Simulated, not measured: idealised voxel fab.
Process module in this document: voxel self aligned vias
We display cut, a cross-section 245 nm in width whose square cells are each 5 nm.
Reading order for cross-sections: top band down to bottom band. Underlying form: a grid of square cells. Band size: one or more rows of cells. The band entry comprises the height of the band's top followed by the height of its bottom, expressed in nm, and subsequently the band's materials from left to right, each stated together with its width in nm. Where a single material is marked with the word "throughout", that material fills the band from edge to edge. The word "blank" represents empty space. It should be noted that heights are counted from 0, beneath which the wafer as supplied is of one material throughout, and that the lowest band possesses no lower boundary but continues downward, as written in "z 0 and below". The two numbers in a width such as "30 to 40" mark its ends across the band: the first belongs to the top row of cells, the second to the bottom row, and from each row to the next the width moves by the same amount. Where a step carries "no modifications", the cross-section came out of it unchanged, cell for cell. What "Completely enclosed voids" gives you is every empty space of 8 cells or more that is cut off from the top. Each appears as width x height at distance, with the distance taken from the left edge and width, height and distance all in nm. Formally, on a step line, whatever follows the settings is a remark that the simulator itself makes on the step. "overlay nm" on a masked step: distance the mask lay right of its planned place, negative for left.

-- plan
1) RECEIVE: material Si
2) CONFORMAL_DEP: material SiO2, thk nm 15
3) CONFORMAL_DEP: material SiCN, thk nm 5
4) DIRECTIONAL_DEP: material lowk, thk nm 25
5) DIRECTIONAL_DEP: material aC, thk nm 15
6) PATTERN: tone open, mask id LINES, material resist, width nm 20, pitch nm 70, thk nm 30, overlay nm 0
7) DIRECTIONAL_ETCH: etch materials aC, depth nm 5
8) STRIP: etch materials resist
9) DIRECTIONAL_ETCH: etch materials lowk, depth nm 25
10) STRIP: etch materials aC
11) CONFORMAL_DEP: material TiN, thk nm 5
12) FILL_DEP: material W, thk nm 10
13) CMP: height nm 45
14) SELECTIVE_ETCH: etch materials W Ru TiN, depth nm 10
15) FILL_DEP: material SiN, thk nm 5
16) CMP: height nm 45
17) DIRECTIONAL_DEP: material lowk, thk nm 20
18) DIRECTIONAL_DEP: material aC, thk nm 15
19) PATTERN: tone open, mask id VIAS, material resist, width nm 40, pitch nm 70, thk nm 35, overlay nm 0
20) DIRECTIONAL_ETCH: etch materials aC, depth nm 15
21) STRIP: etch materials resist
22) DIRECTIONAL_ETCH: etch materials lowk, depth nm 20
23) DIRECTIONAL_ETCH: etch materials SiN, depth nm 10
24) STRIP: etch materials aC
25) CONFORMAL_DEP: material TiN, thk nm 5
26) FILL_DEP: material Cu, thk nm 5
27) CMP: height nm 65
28) CONFORMAL_DEP: material SiCN, thk nm 5
Don't read the plan's depth nm for step 7 as applying to every wafer: that's the first wafer's value, and the wafers differ in it, though they all start identical.

-- First of several wafers (as received, post step 1), cross-sectional view
z 0 and below  Si throughout
Completely enclosed voids: none

-- Here is how to read the rows: every wafer has a row, and it shows the wafer at the end of the module, giving for each material how many cells were gained (+) or lost (-) since the wafer was received, then listing its closed voids
depth nm 5; +54 Cu; +98 SiCN; +147 SiO2; +42 TiN; +345 lowk; Completely enclosed voids: none
depth nm 10; +54 Cu; +98 SiCN; +147 SiO2; +42 TiN; +345 lowk; Completely enclosed voids: none
depth nm 15; +66 Cu; +98 SiCN; +147 SiO2; +78 TiN; +12 W; +285 lowk; Completely enclosed voids: none
depth nm 20; +66 Cu; +98 SiCN; +147 SiO2; +78 TiN; +12 W; +285 lowk; Completely enclosed voids: none
depth nm 25; +66 Cu; +98 SiCN; +147 SiO2; +78 TiN; +12 W; +285 lowk; Completely enclosed voids: none
depth nm 30; +66 Cu; +98 SiCN; +147 SiO2; +78 TiN; +12 W; +285 lowk; Completely enclosed voids: none
